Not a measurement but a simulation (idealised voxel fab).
The document below concerns the process module designated voxel transistor to metal.
FYI the section here is cut, 215 nm wide, cells are 5 nm squares.
Cross-section format: a grid of square cells, given as bands from top to bottom; each band is one or more rows of cells. Per band: top height and bottom height in nm, followed by the left-to-right materials and their widths in nm; "everywhere" marks a single material spanning edge to edge, "blank" marks empty space. Heights are expressed relative to 0, this being the level below which the as-received wafer comprises one material exclusively. The lowest band is unbounded in the downward direction and is denoted as in "0 -> down". It should be noted that a width expressed as "30..40" varies in equal increments from row to row of cells within the band, taking the value of the first number at the top row and that of the second number at the bottom row. No cell of the cross-section changed in a step that is given as "nothing altered". What "Enclosed internal voids" gives you is every empty space of 8 cells or more that is cut off from the top. Each appears as width x height at distance, with the distance taken from the left edge and width, height and distance all in nm. The remark found on a step's line after its settings is issued by the simulator itself and pertains to that step. overlay nm: mask offset rightward from planned place, masked step; negative means leftward offset.

THESE ARE THE STEPS WE PLANNED FOR THE PROCESS
- 1: RECEIVE [material Si]
- 2: OXIDIZE [depth nm 5]
- 3: CONFORMAL_DEP [material SiN] [thk nm 15]
- 4: DIRECTIONAL_DEP [material aC] [thk nm 15]
- 5: PATTERN [tone cover] [mask id ACTIVE] [material resist] [width nm 105] [thk nm 35] [overlay nm 0]
- 6: DIRECTIONAL_ETCH [etch materials aC] [depth nm 15]
- 7: STRIP [etch materials resist]
- 8: DIRECTIONAL_ETCH [etch materials SiN] [depth nm 15]
- 9: DIRECTIONAL_ETCH [etch materials SiO2] [depth nm 5]
- 10: DIRECTIONAL_ETCH [etch materials Si] [depth nm 30]
- 11: STRIP [etch materials aC]
- 12: FILL_DEP [material SiO2] [thk nm 10]
- 13: CMP [height nm 15]
- 14: SELECTIVE_ETCH [etch materials SiO2] [depth nm 10]
- 15: STRIP [etch materials SiN]
- 16: SELECTIVE_ETCH [etch materials SiO2] [depth nm 5]
- 17: OXIDIZE [depth nm 5]
- 18: DIRECTIONAL_DEP [material polySi] [thk nm 30]
- 19: DIRECTIONAL_DEP [material SiCN] [thk nm 15]
- 20: DIRECTIONAL_DEP [material aC] [thk nm 10]
- 21: PATTERN [tone cover] [mask id GATE] [material resist] [width nm 25] [thk nm 25] [overlay nm 0]
- 22: DIRECTIONAL_ETCH [etch materials aC] [depth nm 10]
- 23: STRIP [etch materials resist]
- 24: DIRECTIONAL_ETCH [etch materials SiCN] [depth nm 25]
- 25: DIRECTIONAL_ETCH [etch materials polySi] [depth nm 40]
- 26: STRIP [etch materials aC]
- 27: CONFORMAL_DEP [material SiN] [thk nm 10]
- 28: DIRECTIONAL_ETCH [etch materials SiN] [depth nm 10]
- 29: DIRECTIONAL_ETCH [etch materials SiO2] [depth nm 5]
- 30: DIRECTIONAL_ETCH [etch materials Si] [depth nm 10]
- 31: EPI [material nSi] [thk nm 10]
- 32: FILL_DEP [material SiO2] [thk nm 10]
- 33: CMP [height nm 40]
- 34: DIRECTIONAL_DEP [material SiO2] [thk nm 15]
- 35: PATTERN [tone open] [mask id CONTACT] [material resist] [width nm 20] [pitch nm 75] [thk nm 15] [overlay nm 0]
- 36: DIRECTIONAL_ETCH [etch materials SiO2] [depth nm 65]
- 37: STRIP [etch materials resist]
- 38: CONFORMAL_DEP [material TiN] [thk nm 5]
- 39: FILL_DEP [material Ru] [thk nm 5]
- 40: CMP [height nm 55]
- 41: DIRECTIONAL_DEP [material TiN] [thk nm 5]
- 42: DIRECTIONAL_DEP [material W] [thk nm 25]
- 43: DIRECTIONAL_DEP [material aC] [thk nm 15]
- 44: PATTERN [tone cover] [mask id METAL_1] [material resist] [width nm 20] [pitch nm 75] [thk nm 30] [overlay nm 0]
- 45: DIRECTIONAL_ETCH [etch materials aC] [depth nm 15]
- 46: STRIP [etch materials resist]
- 47: DIRECTIONAL_ETCH [etch materials W] [depth nm 25]
- 48: DIRECTIONAL_ETCH [etch materials TiN] [depth nm 5]
- 49: STRIP [etch materials aC]
- 50: CONFORMAL_DEP [material SiCN] [thk nm 5]
- 51: FILL_DEP [material SiO2] [thk nm 5]
- 52: CMP [height nm 85]
- 53: CONFORMAL_DEP [material SiN] [thk nm 5]

ACCOUNT OF THE FIRST OF TWO WAFERS, WHICH WAS PROCESSED AS INTENDED

WAFER CROSS-SECTION ON RECEIPT, I.E. AFTER STEP 1
	0 -> down | Si everywhere
	Enclosed internal voids: none

CROSS-SECTION OF THE WAFER SUBSEQUENT TO STEP 2
	0 -> -5 | SiO2 everywhere
	Everything under -5 stays put, no change at all.

CROSS-SECTION OF THE WAFER SUBSEQUENT TO STEP 3
	15 -> 0 | SiN everywhere
	Everything under 0 stays put, no change at all.

CROSS-SECTION OF THE WAFER SUBSEQUENT TO STEP 4
	30 -> 15 | aC everywhere
	Everything under 15 stays put, no change at all.

CROSS-SECTION OF THE WAFER SUBSEQUENT TO STEP 5
	65 -> 30 | blank=55; resist=105; blank=55
	Everything under 30 stays put, no change at all.

CROSS-SECTION OF THE WAFER SUBSEQUENT TO STEP 6
	50 -> 30 | blank=55; resist=105; blank=55
	30 -> 15 | blank=55; aC=105; blank=55
	Everything under 15 stays put, no change at all.

CROSS-SECTION OF THE WAFER SUBSEQUENT TO STEP 7
	30 -> 15 | blank=55; aC=105; blank=55
	Everything under 15 stays put, no change at all.

CROSS-SECTION OF THE WAFER SUBSEQUENT TO STEP 8
	30 -> 15 | blank=55; aC=105; blank=55
	15 -> 0 | blank=55; SiN=105; blank=55
	Everything under 0 stays put, no change at all.

CROSS-SECTION OF THE WAFER SUBSEQUENT TO STEP 9
	30 -> 15 | blank=55; aC=105; blank=55
	15 -> 0 | blank=55; SiN=105; blank=55
	0 -> -5 | blank=55; SiO2=105; blank=55
	Everything under -5 stays put, no change at all.

CROSS-SECTION OF THE WAFER SUBSEQUENT TO STEP 10
	30 -> 15 | blank=55; aC=105; blank=55
	15 -> 0 | blank=55; SiN=105; blank=55
	0 -> -5 | blank=55; SiO2=105; blank=55
	-5 -> -35 | blank=55; Si=105; blank=55
	Everything under -35 stays put, no change at all.

CROSS-SECTION OF THE WAFER SUBSEQUENT TO STEP 11
	15 -> 0 | blank=55; SiN=105; blank=55
	Everything under 0 stays put, no change at all.

CROSS-SECTION OF THE WAFER SUBSEQUENT TO STEP 12
	25 -> 15 | SiO2 everywhere
	15 -> 0 | SiO2=55; SiN=105; SiO2=55
	0 -> -5 | SiO2 everywhere
	-5 -> -35 | SiO2=55; Si=105; SiO2=55
	Everything under -35 stays put, no change at all.

CROSS-SECTION OF THE WAFER SUBSEQUENT TO STEP 13
	15 -> 0 | SiO2=55; SiN=105; SiO2=55
	Everything under 0 stays put, no change at all.

CROSS-SECTION OF THE WAFER SUBSEQUENT TO STEP 14
	15 -> 5 | blank=55; SiN=105; blank=55
	Everything under 5 stays put, no change at all.

CROSS-SECTION OF THE WAFER SUBSEQUENT TO STEP 15
	5 -> 0 | SiO2=55; blank=105; SiO2=55
	Everything under 0 stays put, no change at all.

CROSS-SECTION OF THE WAFER SUBSEQUENT TO STEP 16
	0 -> -5 | SiO2=50; blank=115; SiO2=50
	Everything under -5 stays put, no change at all.

CROSS-SECTION OF THE WAFER SUBSEQUENT TO STEP 17
	0 -> -5 | SiO2=50; blank=115; SiO2=50
	-5 -> -10 | SiO2 everywhere
	Everything under -10 stays put, no change at all.

CROSS-SECTION OF THE WAFER SUBSEQUENT TO STEP 18
	30 -> 25 | polySi=50; blank=115; polySi=50
	25 -> 0 | polySi everywhere
	0 -> -5 | SiO2=50; polySi=115; SiO2=50
	Everything under -5 stays put, no change at all.

CROSS-SECTION OF THE WAFER SUBSEQUENT TO STEP 19
	45 -> 40 | SiCN=50; blank=115; SiCN=50
	40 -> 30 | SiCN everywhere
	30 -> 25 | polySi=50; SiCN=115; polySi=50
	Everything under 25 stays put, no change at all.

CROSS-SECTION OF THE WAFER SUBSEQUENT TO STEP 20
	55 -> 50 | aC=50; blank=115; aC=50
	50 -> 45 | aC everywhere
	45 -> 40 | SiCN=50; aC=115; SiCN=50
	Everything under 40 stays put, no change at all.

CROSS-SECTION OF THE WAFER SUBSEQUENT TO STEP 21
	80 -> 55 | blank=95; resist=25; blank=95
	55 -> 50 | aC=50; blank=45; resist=25; blank=45; aC=50
	Everything under 50 stays put, no change at all.

CROSS-SECTION OF THE WAFER SUBSEQUENT TO STEP 22
	70 -> 50 | blank=95; resist=25; blank=95
	50 -> 45 | blank=95; aC=25; blank=95
	45 -> 40 | SiCN=50; blank=45; aC=25; blank=45; SiCN=50
	Everything under 40 stays put, no change at all.

CROSS-SECTION OF THE WAFER SUBSEQUENT TO STEP 23
	50 -> 45 | blank=95; aC=25; blank=95
	Everything under 45 stays put, no change at all.

CROSS-SECTION OF THE WAFER SUBSEQUENT TO STEP 24
	50 -> 40 | blank=95; aC=25; blank=95
	40 -> 30 | blank=95; SiCN=25; blank=95
	30 -> 25 | polySi=50; blank=45; SiCN=25; blank=45; polySi=50
	Everything under 25 stays put, no change at all.

CROSS-SECTION OF THE WAFER SUBSEQUENT TO STEP 25
	50 -> 40 | blank=95; aC=25; blank=95
	40 -> 25 | blank=95; SiCN=25; blank=95
	25 -> 0 | blank=95; polySi=25; blank=95
	0 -> -5 | SiO2=50; blank=45; polySi=25; blank=45; SiO2=50
	Everything under -5 stays put, no change at all.

CROSS-SECTION OF THE WAFER SUBSEQUENT TO STEP 26
	40 -> 25 | blank=95; SiCN=25; blank=95
	Everything under 25 stays put, no change at all.

CROSS-SECTION OF THE WAFER SUBSEQUENT TO STEP 27
	50 -> 40 | blank=85; SiN=45; blank=85
	40 -> 25 | blank=85; SiN=10; SiCN=25; SiN=10; blank=85
	25 -> 10 | blank=85; SiN=10; polySi=25; SiN=10; blank=85
	10 -> 5 | SiN=60; blank=25; SiN=10; polySi=25; SiN=10; blank=25; SiN=60
	5 -> 0 | SiN=95; polySi=25; SiN=95
	0 -> -5 | SiO2=50; SiN=45; polySi=25; SiN=45; SiO2=50
	Everything under -5 stays put, no change at all.

CROSS-SECTION OF THE WAFER SUBSEQUENT TO STEP 28
	40 -> 25 | blank=85; SiN=10; SiCN=25; SiN=10; blank=85
	25 -> 0 | blank=85; SiN=10; polySi=25; SiN=10; blank=85
	0 -> -5 | SiO2=50; SiN=10; blank=25; SiN=10; polySi=25; SiN=10; blank=25; SiN=10; SiO2=50
	Everything under -5 stays put, no change at all.

CROSS-SECTION OF THE WAFER SUBSEQUENT TO STEP 29
	40 -> 25 | blank=85; SiN=10; SiCN=25; SiN=10; blank=85
	25 -> 0 | blank=85; SiN=10; polySi=25; SiN=10; blank=85
	0 -> -5 | blank=50; SiN=10; blank=25; SiN=10; polySi=25; SiN=10; blank=25; SiN=10; blank=50
	-5 -> -10 | SiO2=60; blank=25; SiO2=45; blank=25; SiO2=60
	Everything under -10 stays put, no change at all.

CROSS-SECTION OF THE WAFER SUBSEQUENT TO STEP 30
	40 -> 25 | blank=85; SiN=10; SiCN=25; SiN=10; blank=85
	25 -> 0 | blank=85; SiN=10; polySi=25; SiN=10; blank=85
	0 -> -5 | blank=50; SiN=10; blank=25; SiN=10; polySi=25; SiN=10; blank=25; SiN=10; blank=50
	-5 -> -10 | SiO2=60; blank=25; SiO2=45; blank=25; SiO2=60
	-10 -> -20 | SiO2=55; Si=5; blank=25; Si=45; blank=25; Si=5; SiO2=55
	Everything under -20 stays put, no change at all.

CROSS-SECTION OF THE WAFER SUBSEQUENT TO STEP 31
	40 -> 25 | blank=85; SiN=10; SiCN=25; SiN=10; blank=85
	25 -> 0 | blank=85; SiN=10; polySi=25; SiN=10; blank=85
	0 -> -5 | blank=50; SiN=10; nSi=10; blank=5; nSi=10; SiN=10; polySi=25; SiN=10; nSi=10; blank=5; nSi=10; SiN=10; blank=50
	-5 -> -10 | SiO2=60; nSi=10; blank=5; nSi=10; SiO2=45; nSi=10; blank=5; nSi=10; SiO2=60
	-10 -> -20 | SiO2=55; Si=5; nSi=25; Si=45; nSi=25; Si=5; SiO2=55
	Everything under -20 stays put, no change at all.

CROSS-SECTION OF THE WAFER SUBSEQUENT TO STEP 32
	50 -> 40 | SiO2 everywhere
	40 -> 25 | SiO2=85; SiN=10; SiCN=25; SiN=10; SiO2=85
	25 -> 0 | SiO2=85; SiN=10; polySi=25; SiN=10; SiO2=85
	0 -> -5 | SiO2=50; SiN=10; nSi=10; SiO2=5; nSi=10; SiN=10; polySi=25; SiN=10; nSi=10; SiO2=5; nSi=10; SiN=10; SiO2=50
	-5 -> -10 | SiO2=60; nSi=10; SiO2=5; nSi=10; SiO2=45; nSi=10; SiO2=5; nSi=10; SiO2=60
	Everything under -10 stays put, no change at all.

CROSS-SECTION OF THE WAFER SUBSEQUENT TO STEP 33
	40 -> 25 | SiO2=85; SiN=10; SiCN=25; SiN=10; SiO2=85
	Everything under 25 stays put, no change at all.

CROSS-SECTION OF THE WAFER SUBSEQUENT TO STEP 34
	55 -> 40 | SiO2 everywhere
	Everything under 40 stays put, no change at all.

CROSS-SECTION OF THE WAFER SUBSEQUENT TO STEP 35
	70 -> 55 | resist=60; blank=20; resist=55; blank=20; resist=60
	Everything under 55 stays put, no change at all.

CROSS-SECTION OF THE WAFER SUBSEQUENT TO STEP 36
	70 -> 55 | resist=60; blank=20; resist=55; blank=20; resist=60
	55 -> 40 | SiO2=60; blank=20; SiO2=55; blank=20; SiO2=60
	40 -> 25 | SiO2=60; blank=20; SiO2=5; SiN=10; SiCN=25; SiN=10; SiO2=5; blank=20; SiO2=60
	25 -> 0 | SiO2=60; blank=20; SiO2=5; SiN=10; polySi=25; SiN=10; SiO2=5; blank=20; SiO2=60
	0 -> -5 | SiO2=50; SiN=10; nSi=10; blank=5; nSi=10; SiN=10; polySi=25; SiN=10; nSi=10; blank=5; nSi=10; SiN=10; SiO2=50
	-5 -> -10 | SiO2=60; nSi=10; blank=5; nSi=10; SiO2=45; nSi=10; blank=5; nSi=10; SiO2=60
	Everything under -10 stays put, no change at all.

CROSS-SECTION OF THE WAFER SUBSEQUENT TO STEP 37
	55 -> 40 | SiO2=60; blank=20; SiO2=55; blank=20; SiO2=60
	Everything under 40 stays put, no change at all.

CROSS-SECTION OF THE WAFER SUBSEQUENT TO STEP 38
	60 -> 55 | TiN=65; blank=10; TiN=65; blank=10; TiN=65
	55 -> 40 | SiO2=60; TiN=5; blank=10; TiN=5; SiO2=55; TiN=5; blank=10; TiN=5; SiO2=60
	40 -> 25 | SiO2=60; TiN=5; blank=10; TiN=5; SiO2=5; SiN=10; SiCN=25; SiN=10; SiO2=5; TiN=5; blank=10; TiN=5; SiO2=60
	25 -> 5 | SiO2=60; TiN=5; blank=10; TiN=5; SiO2=5; SiN=10; polySi=25; SiN=10; SiO2=5; TiN=5; blank=10; TiN=5; SiO2=60
	5 -> 0 | SiO2=60; TiN=20; SiO2=5; SiN=10; polySi=25; SiN=10; SiO2=5; TiN=20; SiO2=60
	0 -> -5 | SiO2=50; SiN=10; nSi=10; TiN=5; nSi=10; SiN=10; polySi=25; SiN=10; nSi=10; TiN=5; nSi=10; SiN=10; SiO2=50
	-5 -> -10 | SiO2=60; nSi=10; TiN=5; nSi=10; SiO2=45; nSi=10; TiN=5; nSi=10; SiO2=60
	Everything under -10 stays put, no change at all.

CROSS-SECTION OF THE WAFER SUBSEQUENT TO STEP 39
	65 -> 60 | Ru everywhere
	60 -> 55 | TiN=65; Ru=10; TiN=65; Ru=10; TiN=65
	55 -> 40 | SiO2=60; TiN=5; Ru=10; TiN=5; SiO2=55; TiN=5; Ru=10; TiN=5; SiO2=60
	40 -> 25 | SiO2=60; TiN=5; Ru=10; TiN=5; SiO2=5; SiN=10; SiCN=25; SiN=10; SiO2=5; TiN=5; Ru=10; TiN=5; SiO2=60
	25 -> 5 | SiO2=60; TiN=5; Ru=10; TiN=5; SiO2=5; SiN=10; polySi=25; SiN=10; SiO2=5; TiN=5; Ru=10; TiN=5; SiO2=60
	Everything under 5 stays put, no change at all.

CROSS-SECTION OF THE WAFER SUBSEQUENT TO STEP 40
	55 -> 40 | SiO2=60; TiN=5; Ru=10; TiN=5; SiO2=55; TiN=5; Ru=10; TiN=5; SiO2=60
	Everything under 40 stays put, no change at all.

CROSS-SECTION OF THE WAFER SUBSEQUENT TO STEP 41
	60 -> 55 | TiN everywhere
	Everything under 55 stays put, no change at all.

CROSS-SECTION OF THE WAFER SUBSEQUENT TO STEP 42
	85 -> 60 | W everywhere
	Everything under 60 stays put, no change at all.

CROSS-SECTION OF THE WAFER SUBSEQUENT TO STEP 43
	100 -> 85 | aC everywhere
	Everything under 85 stays put, no change at all.

CROSS-SECTION OF THE WAFER SUBSEQUENT TO STEP 44
	130 -> 100 | blank=60; resist=20; blank=55; resist=20; blank=60
	Everything under 100 stays put, no change at all.

CROSS-SECTION OF THE WAFER SUBSEQUENT TO STEP 45
	115 -> 100 | blank=60; resist=20; blank=55; resist=20; blank=60
	100 -> 85 | blank=60; aC=20; blank=55; aC=20; blank=60
	Everything under 85 stays put, no change at all.

CROSS-SECTION OF THE WAFER SUBSEQUENT TO STEP 46
	100 -> 85 | blank=60; aC=20; blank=55; aC=20; blank=60
	Everything under 85 stays put, no change at all.

CROSS-SECTION OF THE WAFER SUBSEQUENT TO STEP 47
	100 -> 85 | blank=60; aC=20; blank=55; aC=20; blank=60
	85 -> 60 | blank=60; W=20; blank=55; W=20; blank=60
	Everything under 60 stays put, no change at all.

CROSS-SECTION OF THE WAFER SUBSEQUENT TO STEP 48
	100 -> 85 | blank=60; aC=20; blank=55; aC=20; blank=60
	85 -> 60 | blank=60; W=20; blank=55; W=20; blank=60
	60 -> 55 | blank=60; TiN=20; blank=55; TiN=20; blank=60
	Everything under 55 stays put, no change at all.

CROSS-SECTION OF THE WAFER SUBSEQUENT TO STEP 49
	85 -> 60 | blank=60; W=20; blank=55; W=20; blank=60
	Everything under 60 stays put, no change at all.

CROSS-SECTION OF THE WAFER SUBSEQUENT TO STEP 50
	90 -> 85 | blank=55; SiCN=30; blank=45; SiCN=30; blank=55
	85 -> 60 | blank=55; SiCN=5; W=20; SiCN=5; blank=45; SiCN=5; W=20; SiCN=5; blank=55
	60 -> 55 | SiCN=60; TiN=20; SiCN=55; TiN=20; SiCN=60
	Everything under 55 stays put, no change at all.

CROSS-SECTION OF THE WAFER SUBSEQUENT TO STEP 51
	95 -> 90 | SiO2 everywhere
	90 -> 85 | SiO2=55; SiCN=30; SiO2=45; SiCN=30; SiO2=55
	85 -> 60 | SiO2=55; SiCN=5; W=20; SiCN=5; SiO2=45; SiCN=5; W=20; SiCN=5; SiO2=55
	Everything under 60 stays put, no change at all.

CROSS-SECTION OF THE WAFER SUBSEQUENT TO STEP 52
	85 -> 60 | SiO2=55; SiCN=5; W=20; SiCN=5; SiO2=45; SiCN=5; W=20; SiCN=5; SiO2=55
	Everything under 60 stays put, no change at all.

CROSS-SECTION OF THE WAFER SUBSEQUENT TO STEP 53
	90 -> 85 | SiN everywhere
	Everything under 85 stays put, no change at all.

WHAT FOLLOWS CONCERNS THE SECOND WAFER, WHICH STARTED OUT LIKE THE FIRST AND WAS MEANT TO FOLLOW THE VERY SAME PLAN; ONE MISTAKE CREPT IN WHEN IT WAS RUN, BUT EVERYTHING UP TO AND INCLUDING STEP 18 IS THE SAME AS FOR THE FIRST WAFER

CROSS-SECTION OF THE SECOND WAFER CORRESPONDING TO THE PLANNED CONCLUSION OF STEP 19
	60 -> 55 | SiCN=50; blank=115; SiCN=50
	55 -> 30 | SiCN everywhere
	30 -> 25 | polySi=50; SiCN=115; polySi=50
	Everything under 25 stays put, no change at all.

CROSS-SECTION OF THE SECOND WAFER CORRESPONDING TO THE PLANNED CONCLUSION OF STEP 20
	70 -> 65 | aC=50; blank=115; aC=50
	65 -> 60 | aC everywhere
	60 -> 55 | SiCN=50; aC=115; SiCN=50
	Everything under 55 stays put, no change at all.

CROSS-SECTION OF THE SECOND WAFER CORRESPONDING TO THE PLANNED CONCLUSION OF STEP 21
	95 -> 70 | blank=95; resist=25; blank=95
	70 -> 65 | aC=50; blank=45; resist=25; blank=45; aC=50
	Everything under 65 stays put, no change at all.

CROSS-SECTION OF THE SECOND WAFER CORRESPONDING TO THE PLANNED CONCLUSION OF STEP 22
	85 -> 65 | blank=95; resist=25; blank=95
	65 -> 60 | blank=95; aC=25; blank=95
	60 -> 55 | SiCN=50; blank=45; aC=25; blank=45; SiCN=50
	Everything under 55 stays put, no change at all.

CROSS-SECTION OF THE SECOND WAFER CORRESPONDING TO THE PLANNED CONCLUSION OF STEP 23
	65 -> 60 | blank=95; aC=25; blank=95
	Everything under 60 stays put, no change at all.

CROSS-SECTION OF THE SECOND WAFER CORRESPONDING TO THE PLANNED CONCLUSION OF STEP 24
	65 -> 55 | blank=95; aC=25; blank=95
	55 -> 35 | blank=95; SiCN=25; blank=95
	35 -> 30 | SiCN=50; blank=45; SiCN=25; blank=45; SiCN=50
	Everything under 30 stays put, no change at all.

Cross-section of the second wafer corresponding to the planned conclusion of step 25: nothing altered

CROSS-SECTION OF THE SECOND WAFER CORRESPONDING TO THE PLANNED CONCLUSION OF STEP 26
	55 -> 35 | blank=95; SiCN=25; blank=95
	Everything under 35 stays put, no change at all.

CROSS-SECTION OF THE SECOND WAFER CORRESPONDING TO THE PLANNED CONCLUSION OF STEP 27
	65 -> 55 | blank=85; SiN=45; blank=85
	55 -> 45 | blank=85; SiN=10; SiCN=25; SiN=10; blank=85
	45 -> 40 | SiN=60; blank=25; SiN=10; SiCN=25; SiN=10; blank=25; SiN=60
	40 -> 35 | SiN=95; SiCN=25; SiN=95
	35 -> 30 | SiCN=50; SiN=45; SiCN=25; SiN=45; SiCN=50
	Everything under 30 stays put, no change at all.

CROSS-SECTION OF THE SECOND WAFER CORRESPONDING TO THE PLANNED CONCLUSION OF STEP 28
	55 -> 35 | blank=85; SiN=10; SiCN=25; SiN=10; blank=85
	35 -> 30 | SiCN=50; SiN=10; blank=25; SiN=10; SiCN=25; SiN=10; blank=25; SiN=10; SiCN=50
	Everything under 30 stays put, no change at all.

Cross-section of the second wafer corresponding to the planned conclusion of step 29: nothing altered

Cross-section of the second wafer corresponding to the planned conclusion of step 30: nothing altered

Cross-section of the second wafer corresponding to the planned conclusion of step 31: nothing altered

CROSS-SECTION OF THE SECOND WAFER CORRESPONDING TO THE PLANNED CONCLUSION OF STEP 32
	65 -> 55 | SiO2 everywhere
	55 -> 35 | SiO2=85; SiN=10; SiCN=25; SiN=10; SiO2=85
	35 -> 30 | SiCN=50; SiN=10; SiO2=25; SiN=10; SiCN=25; SiN=10; SiO2=25; SiN=10; SiCN=50
	Everything under 30 stays put, no change at all.

CROSS-SECTION OF THE SECOND WAFER CORRESPONDING TO THE PLANNED CONCLUSION OF STEP 33
	40 -> 35 | SiO2=85; SiN=10; SiCN=25; SiN=10; SiO2=85
	Everything under 35 stays put, no change at all.

CROSS-SECTION OF THE SECOND WAFER CORRESPONDING TO THE PLANNED CONCLUSION OF STEP 34
	55 -> 40 | SiO2 everywhere
	Everything under 40 stays put, no change at all.

CROSS-SECTION OF THE SECOND WAFER CORRESPONDING TO THE PLANNED CONCLUSION OF STEP 35
	70 -> 55 | resist=60; blank=20; resist=55; blank=20; resist=60
	Everything under 55 stays put, no change at all.

CROSS-SECTION OF THE SECOND WAFER CORRESPONDING TO THE PLANNED CONCLUSION OF STEP 36
	70 -> 55 | resist=60; blank=20; resist=55; blank=20; resist=60
	55 -> 40 | SiO2=60; blank=20; SiO2=55; blank=20; SiO2=60
	40 -> 35 | SiO2=60; blank=20; SiO2=5; SiN=10; SiCN=25; SiN=10; SiO2=5; blank=20; SiO2=60
	35 -> 30 | SiCN=50; SiN=10; blank=20; SiO2=5; SiN=10; SiCN=25; SiN=10; SiO2=5; blank=20; SiN=10; SiCN=50
	Everything under 30 stays put, no change at all.

CROSS-SECTION OF THE SECOND WAFER CORRESPONDING TO THE PLANNED CONCLUSION OF STEP 37
	55 -> 40 | SiO2=60; blank=20; SiO2=55; blank=20; SiO2=60
	Everything under 40 stays put, no change at all.

CROSS-SECTION OF THE SECOND WAFER CORRESPONDING TO THE PLANNED CONCLUSION OF STEP 38
	60 -> 55 | TiN=65; blank=10; TiN=65; blank=10; TiN=65
	55 -> 40 | SiO2=60; TiN=5; blank=10; TiN=5; SiO2=55; TiN=5; blank=10; TiN=5; SiO2=60
	40 -> 35 | SiO2=60; TiN=5; blank=10; TiN=5; SiO2=5; SiN=10; SiCN=25; SiN=10; SiO2=5; TiN=5; blank=10; TiN=5; SiO2=60
	35 -> 30 | SiCN=50; SiN=10; TiN=20; SiO2=5; SiN=10; SiCN=25; SiN=10; SiO2=5; TiN=20; SiN=10; SiCN=50
	Everything under 30 stays put, no change at all.

CROSS-SECTION OF THE SECOND WAFER CORRESPONDING TO THE PLANNED CONCLUSION OF STEP 39
	65 -> 60 | Ru everywhere
	60 -> 55 | TiN=65; Ru=10; TiN=65; Ru=10; TiN=65
	55 -> 40 | SiO2=60; TiN=5; Ru=10; TiN=5; SiO2=55; TiN=5; Ru=10; TiN=5; SiO2=60
	40 -> 35 | SiO2=60; TiN=5; Ru=10; TiN=5; SiO2=5; SiN=10; SiCN=25; SiN=10; SiO2=5; TiN=5; Ru=10; TiN=5; SiO2=60
	Everything under 35 stays put, no change at all.

CROSS-SECTION OF THE SECOND WAFER CORRESPONDING TO THE PLANNED CONCLUSION OF STEP 40
	55 -> 40 | SiO2=60; TiN=5; Ru=10; TiN=5; SiO2=55; TiN=5; Ru=10; TiN=5; SiO2=60
	Everything under 40 stays put, no change at all.

CROSS-SECTION OF THE SECOND WAFER CORRESPONDING TO THE PLANNED CONCLUSION OF STEP 41
	60 -> 55 | TiN everywhere
	Everything under 55 stays put, no change at all.

CROSS-SECTION OF THE SECOND WAFER CORRESPONDING TO THE PLANNED CONCLUSION OF STEP 42
	85 -> 60 | W everywhere
	Everything under 60 stays put, no change at all.

CROSS-SECTION OF THE SECOND WAFER CORRESPONDING TO THE PLANNED CONCLUSION OF STEP 43
	100 -> 85 | aC everywhere
	Everything under 85 stays put, no change at all.

CROSS-SECTION OF THE SECOND WAFER CORRESPONDING TO THE PLANNED CONCLUSION OF STEP 44
	130 -> 100 | blank=60; resist=20; blank=55; resist=20; blank=60
	Everything under 100 stays put, no change at all.

CROSS-SECTION OF THE SECOND WAFER CORRESPONDING TO THE PLANNED CONCLUSION OF STEP 45
	115 -> 100 | blank=60; resist=20; blank=55; resist=20; blank=60
	100 -> 85 | blank=60; aC=20; blank=55; aC=20; blank=60
	Everything under 85 stays put, no change at all.

CROSS-SECTION OF THE SECOND WAFER CORRESPONDING TO THE PLANNED CONCLUSION OF STEP 46
	100 -> 85 | blank=60; aC=20; blank=55; aC=20; blank=60
	Everything under 85 stays put, no change at all.

CROSS-SECTION OF THE SECOND WAFER CORRESPONDING TO THE PLANNED CONCLUSION OF STEP 47
	100 -> 85 | blank=60; aC=20; blank=55; aC=20; blank=60
	85 -> 60 | blank=60; W=20; blank=55; W=20; blank=60
	Everything under 60 stays put, no change at all.

CROSS-SECTION OF THE SECOND WAFER CORRESPONDING TO THE PLANNED CONCLUSION OF STEP 48
	100 -> 85 | blank=60; aC=20; blank=55; aC=20; blank=60
	85 -> 60 | blank=60; W=20; blank=55; W=20; blank=60
	60 -> 55 | blank=60; TiN=20; blank=55; TiN=20; blank=60
	Everything under 55 stays put, no change at all.

CROSS-SECTION OF THE SECOND WAFER CORRESPONDING TO THE PLANNED CONCLUSION OF STEP 49
	85 -> 60 | blank=60; W=20; blank=55; W=20; blank=60
	Everything under 60 stays put, no change at all.

CROSS-SECTION OF THE SECOND WAFER CORRESPONDING TO THE PLANNED CONCLUSION OF STEP 50
	90 -> 85 | blank=55; SiCN=30; blank=45; SiCN=30; blank=55
	85 -> 60 | blank=55; SiCN=5; W=20; SiCN=5; blank=45; SiCN=5; W=20; SiCN=5; blank=55
	60 -> 55 | SiCN=60; TiN=20; SiCN=55; TiN=20; SiCN=60
	Everything under 55 stays put, no change at all.

CROSS-SECTION OF THE SECOND WAFER CORRESPONDING TO THE PLANNED CONCLUSION OF STEP 51
	95 -> 90 | SiO2 everywhere
	90 -> 85 | SiO2=55; SiCN=30; SiO2=45; SiCN=30; SiO2=55
	85 -> 60 | SiO2=55; SiCN=5; W=20; SiCN=5; SiO2=45; SiCN=5; W=20; SiCN=5; SiO2=55
	Everything under 60 stays put, no change at all.

CROSS-SECTION OF THE SECOND WAFER CORRESPONDING TO THE PLANNED CONCLUSION OF STEP 52
	85 -> 60 | SiO2=55; SiCN=5; W=20; SiCN=5; SiO2=45; SiCN=5; W=20; SiCN=5; SiO2=55
	Everything under 60 stays put, no change at all.

CROSS-SECTION OF THE SECOND WAFER CORRESPONDING TO THE PLANNED CONCLUSION OF STEP 53
	90 -> 85 | SiN everywhere
	Everything under 85 stays put, no change at all.
The plan and the run diverged here: in the plan, step 19 was performed twice
Wrapping up, a cell-based count of both wafers puts the second over or under the first for these materials: 24 fewer of Ru | 20 more of Si | 38 more of SiCN | 28 fewer of SiN | 170 fewer of SiO2 | 28 fewer of TiN | 36 fewer of nSi | 228 more of polySi
